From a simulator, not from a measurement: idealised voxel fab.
The name of this process module is voxel wiring stack.
Square cells of 5 nm make up the cross-section cut, whose width is 265 nm.
For the purposes of this document, a cross-section shall be understood as a grid of square cells, specified as bands listed in top-to-bottom order, each band consisting of one or more rows of cells.
Heads up on the band format: heights come first, top then bottom, in nm. After that it's the materials left to right, each with its width in nm. A single material flagged "edge to edge" fills the whole band edge to edge, and "empty" means there's empty space there.
It should be noted that heights are counted from 0, beneath which the wafer as supplied is of one material throughout, and that the lowest band possesses no lower boundary but continues downward, as written in "0 -> down".
So if you see something like "30..40" for the width, read it as the top row of the band sitting at the first number and the bottom row at the second, with every row in between moving by the same amount as the last.
The designation "same as before", where it is given for a processing step, indicates that no cell of the cross-section was altered in the course of that step.
The entry titled "Closed internal voids" provides the empty spaces that have no open way to the top, restricted to those of 8 cells or more. Each is presented as width x height at distance, the distance being measured from the left edge, with all three in nm.
Past the settings on a step's line: simulator remark, on that step.
Each step line may optionally specify "overlay nm", which for a step with a mask gives the rightward distance between the mask's planned place and where it lay, a negative value indicating the leftward direction.
Below is the list of planned process steps
- 1: RECEIVE [material Si]
- 2: CONFORMAL_DEP [material SiO2] [thk nm 15]
- 3: DIRECTIONAL_DEP [material TiN] [thk nm 5]
- 4: DIRECTIONAL_DEP [material Ru] [thk nm 20]
- 5: MASKED_ETCH [tone cover] [mask id METAL_1] [width nm 30] [pitch nm 50] [etch materials Ru] [depth nm 20] [overlay nm 0]
- 6: MASKED_ETCH [tone cover] [mask id METAL_1] [width nm 30] [pitch nm 50] [etch materials TiN] [depth nm 5] [overlay nm 0]
- 7: FILL_DEP [material SiO2] [thk nm 5]
- 8: CMP [height nm 40]
- 9: CONFORMAL_DEP [material SiCN] [thk nm 5]
- 10: DIRECTIONAL_DEP [material lowk] [thk nm 15]
- 11: MASKED_ETCH [tone open] [mask id PLUG_1] [width nm 15] [pitch nm 100] [etch materials lowk] [depth nm 15] [overlay nm 0]
- 12: MASKED_ETCH [tone open] [mask id PLUG_1] [width nm 15] [pitch nm 100] [etch materials SiCN] [depth nm 5] [overlay nm 0]
- 13: CONFORMAL_DEP [material TiN] [thk nm 5]
- 14: FILL_DEP [material Cu] [thk nm 10]
- 15: CMP [height nm 60]
- 16: DIRECTIONAL_DEP [material TiN] [thk nm 5]
- 17: DIRECTIONAL_DEP [material Ru] [thk nm 15]
- 18: DIRECTIONAL_DEP [material aC] [thk nm 15]
- 19: PATTERN [tone cover] [mask id METAL_2] [material resist] [width nm 30] [pitch nm 50] [thk nm 30] [overlay nm 0]
- 20: DIRECTIONAL_ETCH [etch materials aC] [depth nm 15]
- 21: STRIP [etch materials resist]
- 22: DIRECTIONAL_ETCH [etch materials Ru] [depth nm 15]
- 23: DIRECTIONAL_ETCH [etch materials TiN] [depth nm 5]
- 24: STRIP [etch materials aC]
- 25: CONFORMAL_DEP [material SiCN] [thk nm 5]
- 26: FILL_DEP [material lowk] [thk nm 5]
- 27: CMP [height nm 80]
- 28: CONFORMAL_DEP [material SiCN] [thk nm 5]
- 29: DIRECTIONAL_DEP [material SiO2] [thk nm 15]
- 30: MASKED_ETCH [tone open] [mask id PLUG_2] [width nm 15] [pitch nm 100] [etch materials SiO2] [depth nm 15] [overlay nm 0]
- 31: MASKED_ETCH [tone open] [mask id PLUG_2] [width nm 15] [pitch nm 100] [etch materials SiCN] [depth nm 5] [overlay nm 0]
- 32: EPI [material Ru] [thk nm 10]
- 33: EPI [material Ru] [thk nm 10]
- 34: DIRECTIONAL_DEP [material TiN] [thk nm 5]
- 35: DIRECTIONAL_DEP [material Ru] [thk nm 20]
- 36: MASKED_ETCH [tone cover] [mask id METAL_3] [width nm 30] [pitch nm 50] [etch materials Ru] [depth nm 20] [overlay nm 0]
- 37: MASKED_ETCH [tone cover] [mask id METAL_3] [width nm 30] [pitch nm 50] [etch materials TiN] [depth nm 5] [overlay nm 0]
- 38: FILL_DEP [material SiO2] [thk nm 5]
- 39: CMP [height nm 125]
- 40: CONFORMAL_DEP [material SiCN] [thk nm 5]
- 41: DIRECTIONAL_DEP [material lowk] [thk nm 15]
- 42: MASKED_ETCH [tone open] [mask id PLUG_3] [width nm 15] [pitch nm 50] [etch materials lowk] [depth nm 15] [overlay nm 0]
- 43: MASKED_ETCH [tone open] [mask id PLUG_3] [width nm 15] [pitch nm 50] [etch materials SiCN] [depth nm 5] [overlay nm 0]
- 44: EPI [material Ru] [thk nm 10]
- 45: EPI [material Ru] [thk nm 10]
- 46: CONFORMAL_DEP [material SiN] [thk nm 5]
- 47: DIRECTIONAL_DEP [material lowk] [thk nm 15]
- 48: MASKED_ETCH [tone open] [mask id METAL_4] [width nm 30] [pitch nm 50] [etch materials lowk] [depth nm 15] [overlay nm 0]
- 49: MASKED_ETCH [tone open] [mask id METAL_4] [width nm 30] [pitch nm 50] [etch materials SiN] [depth nm 5] [overlay nm 0]
- 50: CONFORMAL_DEP [material TiN] [thk nm 5]
- 51: FILL_DEP [material Ru] [thk nm 10]
- 52: CMP [height nm 165]
- 53: CONFORMAL_DEP [material SiCN] [thk nm 5]
The wafers in this document start out alike and differ in the width nm applied at step 30; the plan shows the value used for the first wafer.
As-received cross-section, first of several wafers, post step 1
* 0 -> down = Si edge to edge
* Closed internal voids: none
Quick look at the cross-section of the first of several wafers after step 53, which wraps up the module
* 170 -> 165 = SiCN edge to edge
* 165 -> 150 = 40 nm lowk; 5 nm TiN; 20 nm Ru; 5 nm TiN; 20 nm lowk; 5 nm TiN; 20 nm Ru; 5 nm TiN; 20 nm lowk; 5 nm TiN; 20 nm Ru; 5 nm TiN; 20 nm lowk; 5 nm TiN; 20 nm Ru; 5 nm TiN; 45 nm lowk
* 150 -> 145 = 40 nm SiN; 30 nm TiN; 20 nm SiN; 30 nm TiN; 20 nm SiN; 30 nm TiN; 20 nm SiN; 30 nm TiN; 45 nm SiN
* 145 -> 130 = 40 nm lowk; 15 nm Ru; 35 nm lowk; 15 nm Ru; 35 nm lowk; 15 nm Ru; 35 nm lowk; 15 nm Ru; 60 nm lowk
* 130 -> 125 = 40 nm SiCN; 15 nm Ru; 35 nm SiCN; 15 nm Ru; 35 nm SiCN; 15 nm Ru; 35 nm SiCN; 15 nm Ru; 60 nm SiCN
* 125 -> 105 = 40 nm SiO2; 30 nm Ru; 20 nm SiO2; 30 nm Ru; 20 nm SiO2; 30 nm Ru; 20 nm SiO2; 30 nm Ru; 45 nm SiO2
* 105 -> 100 = 40 nm SiO2; 30 nm TiN; 20 nm SiO2; 30 nm TiN; 20 nm SiO2; 30 nm TiN; 20 nm SiO2; 30 nm TiN; 45 nm SiO2
* 100 -> 85 = 40 nm SiO2; 15 nm Ru; 85 nm SiO2; 15 nm Ru; 110 nm SiO2
* 85 -> 80 = 40 nm SiCN; 15 nm Ru; 85 nm SiCN; 15 nm Ru; 110 nm SiCN
* 80 -> 65 = 35 nm lowk; 5 nm SiCN; 30 nm Ru; 5 nm SiCN; 10 nm lowk; 5 nm SiCN; 30 nm Ru; 5 nm SiCN; 10 nm lowk; 5 nm SiCN; 30 nm Ru; 5 nm SiCN; 10 nm lowk; 5 nm SiCN; 30 nm Ru; 5 nm SiCN; 40 nm lowk
* 65 -> 60 = 40 nm SiCN; 30 nm TiN; 20 nm SiCN; 30 nm TiN; 20 nm SiCN; 30 nm TiN; 20 nm SiCN; 30 nm TiN; 45 nm SiCN
* 60 -> 45 = 40 nm lowk; 5 nm TiN; 5 nm Cu; 5 nm TiN; 85 nm lowk; 5 nm TiN; 5 nm Cu; 5 nm TiN; 110 nm lowk
* 45 -> 40 = 40 nm SiCN; 15 nm TiN; 85 nm SiCN; 15 nm TiN; 110 nm SiCN
* 40 -> 20 = 40 nm SiO2; 30 nm Ru; 20 nm SiO2; 30 nm Ru; 20 nm SiO2; 30 nm Ru; 20 nm SiO2; 30 nm Ru; 45 nm SiO2
* 20 -> 15 = 40 nm SiO2; 30 nm TiN; 20 nm SiO2; 30 nm TiN; 20 nm SiO2; 30 nm TiN; 20 nm SiO2; 30 nm TiN; 45 nm SiO2
* 15 -> 0 = SiO2 edge to edge
* 0 -> down = Si edge to edge
* Closed internal voids: none
Of the several wafers, the last: cross-section at the end of the module
* 170 -> 165 = SiCN edge to edge
* 165 -> 150 = 40 nm lowk; 5 nm TiN; 20 nm Ru; 5 nm TiN; 20 nm lowk; 5 nm TiN; 20 nm Ru; 5 nm TiN; 20 nm lowk; 5 nm TiN; 20 nm Ru; 5 nm TiN; 20 nm lowk; 5 nm TiN; 20 nm Ru; 5 nm TiN; 45 nm lowk
* 150 -> 145 = 40 nm SiN; 30 nm TiN; 20 nm SiN; 30 nm TiN; 20 nm SiN; 30 nm TiN; 20 nm SiN; 30 nm TiN; 45 nm SiN
* 145 -> 130 = 40 nm lowk; 15 nm Ru; 35 nm lowk; 15 nm Ru; 35 nm lowk; 15 nm Ru; 35 nm lowk; 15 nm Ru; 60 nm lowk
* 130 -> 125 = 40 nm SiCN; 15 nm Ru; 35 nm SiCN; 15 nm Ru; 35 nm SiCN; 15 nm Ru; 35 nm SiCN; 15 nm Ru; 60 nm SiCN
* 125 -> 105 = 40 nm SiO2; 30 nm Ru; 20 nm SiO2; 30 nm Ru; 20 nm SiO2; 30 nm Ru; 20 nm SiO2; 30 nm Ru; 45 nm SiO2
* 105 -> 100 = 40 nm SiO2; 30 nm TiN; 20 nm SiO2; 30 nm TiN; 20 nm SiO2; 30 nm TiN; 20 nm SiO2; 30 nm TiN; 45 nm SiO2
* 100 -> 85 = 35 nm SiO2; 30 nm Ru; 70 nm SiO2; 30 nm Ru; 100 nm SiO2
* 85 -> 80 = 40 nm SiCN; 15 nm Ru; 85 nm SiCN; 15 nm Ru; 110 nm SiCN
* 80 -> 65 = 35 nm lowk; 5 nm SiCN; 30 nm Ru; 5 nm SiCN; 10 nm lowk; 5 nm SiCN; 30 nm Ru; 5 nm SiCN; 10 nm lowk; 5 nm SiCN; 30 nm Ru; 5 nm SiCN; 10 nm lowk; 5 nm SiCN; 30 nm Ru; 5 nm SiCN; 40 nm lowk
* 65 -> 60 = 40 nm SiCN; 30 nm TiN; 20 nm SiCN; 30 nm TiN; 20 nm SiCN; 30 nm TiN; 20 nm SiCN; 30 nm TiN; 45 nm SiCN
* 60 -> 45 = 40 nm lowk; 5 nm TiN; 5 nm Cu; 5 nm TiN; 85 nm lowk; 5 nm TiN; 5 nm Cu; 5 nm TiN; 110 nm lowk
* 45 -> 40 = 40 nm SiCN; 15 nm TiN; 85 nm SiCN; 15 nm TiN; 110 nm SiCN
* 40 -> 20 = 40 nm SiO2; 30 nm Ru; 20 nm SiO2; 30 nm Ru; 20 nm SiO2; 30 nm Ru; 20 nm SiO2; 30 nm Ru; 45 nm SiO2
* 20 -> 15 = 40 nm SiO2; 30 nm TiN; 20 nm SiO2; 30 nm TiN; 20 nm SiO2; 30 nm TiN; 20 nm SiO2; 30 nm TiN; 45 nm SiO2
* 15 -> 0 = SiO2 edge to edge
* 0 -> down = Si edge to edge
* Closed internal voids: none
Here is how to read the rows: every wafer has a row, and it shows the wafer at the end of the module, giving for each material how many cells were gained (+) or lost (-) since the wafer was received, then listing its closed voids
width nm 15; +6 Cu; +384 Ru; +241 SiCN; +29 SiN; +590 SiO2; +138 TiN; +414 lowk; Closed internal voids: none
width nm 20; +6 Cu; +390 Ru; +241 SiCN; +29 SiN; +584 SiO2; +138 TiN; +414 lowk; Closed internal voids: none
width nm 25; +6 Cu; +396 Ru; +241 SiCN; +29 SiN; +578 SiO2; +138 TiN; +414 lowk; Closed internal voids: none
width nm 30; +6 Cu; +402 Ru; +241 SiCN; +29 SiN; +572 SiO2; +138 TiN; +414 lowk; Closed internal voids: none
